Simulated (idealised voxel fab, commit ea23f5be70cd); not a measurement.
The process module that follows is named voxel air gaps.
It is cross-section cut that appears here, measuring 295 nm in width, its square cells being 5 nm in size.
Cross-section format: a grid of square cells, given as bands from top to bottom; each band is one or more rows of cells.
Band: top height; bottom height; in nm. Then, left to right: material with width in nm, for each material. "full width": a single material spanning edge to edge. "air": empty space.
Heights are expressed relative to 0, this being the level below which the as-received wafer comprises one material exclusively. The lowest band is unbounded in the downward direction and is denoted as in "0 and below".
It should be noted that a width expressed as "30..40" varies in equal increments from row to row of cells within the band, taking the value of the first number at the top row and that of the second number at the bottom row.
A step reported as "no alterations made" is a step in which no cell of the cross-section changed.
Listed in "Tabulated closed voids": every empty space of 8 or more cells without an open way to the top. Form: width x height at distance, the distance being from the left edge, all in nm.
Anything after a step's settings on that line? It's the simulator's own note about the step.
overlay nm: mask offset rightward from planned place, masked step; negative means leftward offset.

**Here's what the planned process steps look like**
1. RECEIVE with material Si
2. CONFORMAL_DEP with material SiO2, thk nm 15
3. CONFORMAL_DEP with material SiCN, thk nm 5
4. DIRECTIONAL_DEP with material SiO2, thk nm 40
5. PATTERN with tone open, mask id LINES, material resist, width nm 20, pitch nm 45, thk nm 15, overlay nm 0
6. DIRECTIONAL_ETCH with etch materials SiO2, depth nm 40
7. STRIP with etch materials resist
8. CONFORMAL_DEP with material TiN, thk nm 5
9. FILL_DEP with material Ru, thk nm 10
10. CMP with height nm 60
11. EPI with material Ru, thk nm 10
12. SELECTIVE_ETCH with etch materials SiO2, depth nm 50
13. CONFORMAL_DEP with material SiCN, thk nm 5

**As-received wafer cross-section (after step 1)**
* 0 and below  Si full width
* Tabulated closed voids: none

**Final wafer profile in cross-section after the module, from the same start and plan as above, with one mistake made during processing**
* 75 down to 70  50 of air  195 of SiCN  50 of air
* 70 down to 60  50 of air  5 of SiCN  185 of Ru  5 of SiCN  50 of air
* 60 down to 55  50 of air  15 of SiCN  5 of TiN  20 of Ru  5 of TiN  15 of SiO2  5 of TiN  20 of Ru  5 of TiN  15 of SiO2  5 of TiN  20 of Ru  5 of TiN  15 of SiO2  5 of TiN  20 of Ru  5 of TiN  15 of SiCN  50 of air
* 55 down to 25  60 of air  5 of SiCN  5 of TiN  20 of Ru  5 of TiN  15 of SiO2  5 of TiN  20 of Ru  5 of TiN  15 of SiO2  5 of TiN  20 of Ru  5 of TiN  15 of SiO2  5 of TiN  20 of Ru  5 of TiN  5 of SiCN  60 of air
* 25 down to 20  65 of SiCN  30 of TiN  15 of SiO2  30 of TiN  15 of SiO2  30 of TiN  15 of SiO2  30 of TiN  65 of SiCN
* 20 down to 15  SiCN full width
* 15 down to 0  SiO2 full width
* 0 and below  Si full width
* Tabulated closed voids: none
Want to know what went wrong? step 5 did not happen as planned, as run it was PATTERN with tone open, mask id LINES, material resist, width nm 30, pitch nm 45, thk nm 15, overlay nm 0
